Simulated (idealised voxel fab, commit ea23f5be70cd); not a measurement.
Process module, titled voxel tone inversion
We display cut, a cross-section 205 nm in width whose square cells are each 5 nm.
A cross-section is a grid of square cells, given in bands from the top down. A band is one or more rows of cells. The entry gives the band's vertical extent as a top height and a bottom height in nm, then its horizontal make-up as materials from left to right, each with a width in nm. "air" stands for empty space; a single material marked "edge to edge" fills the band edge to edge. Below 0: as-received wafer, all one material; heights counted from there. Lowest band: no bottom, goes on down, written "top 0, no bottom". Graded width ("30..40"): value in top row of band = first number; value in bottom row = second number; row-to-row change constant. What does "no alteration" mean for a step? It means no cell of the cross-section changed in that step. "Closed empty spaces" lists enclosed empty spaces (at least 8 cells, no open path upward to the top), each as width x height at distance from the left edge, in nm. Text after the settings on a step's line: the simulator's own remark on that step. The "overlay nm" setting may appear on a step's line; for a step that uses a mask, it gives how far to the right of its planned position the mask lay, and a negative value indicates the left.
### Steps in the process plan
1. RECEIVE, material Si
2. CONFORMAL_DEP, material SiCN, thk nm 5
3. DIRECTIONAL_DEP, material polySi, thk nm 20
4. PATTERN, tone cover, mask id POSTS, material resist, width nm 25, pitch nm 50, thk nm 30, overlay nm 0
5. DIRECTIONAL_ETCH, etch materials polySi, depth nm 20
6. STRIP, etch materials resist
7. FILL_DEP, material SiO2, thk nm 10
8. CMP, height nm 25
9. STRIP, etch materials polySi
10. CONFORMAL_DEP, material TiN, thk nm 5
11. FILL_DEP, material Ru, thk nm 10
12. CMP, height nm 25
13. CONFORMAL_DEP, material SiCN, thk nm 5
### Incoming wafer, cross-sectional view, post step 1
    top 0, no bottom | Si edge to edge
    Closed empty spaces: none
### Wafer cross-section at end of module: start and plan as shown above, one execution error
    top 30, bottom 25 | SiCN edge to edge
    top 25, bottom 10 | 10 of Ru, 5 of TiN, 25 of SiO2, 5 of TiN, 15 of Ru, 5 of TiN, 25 of SiO2, 5 of TiN, 15 of Ru, 5 of TiN, 25 of SiO2, 5 of TiN, 15 of Ru, 5 of TiN, 25 of SiO2, 5 of TiN, 10 of Ru
    top 10, bottom 5 | 15 of TiN, 25 of SiO2, 25 of TiN, 25 of SiO2, 25 of TiN, 25 of SiO2, 25 of TiN, 25 of SiO2, 15 of TiN
    top 5, bottom 0 | SiCN edge to edge
    top 0, no bottom | Si edge to edge
    Closed empty spaces: none
Deviation from plan: step 4 ran differently from the plan; actual operation with settings: PATTERN, tone open, mask id POSTS, material resist, width nm 25, pitch nm 50, thk nm 30, overlay nm 0
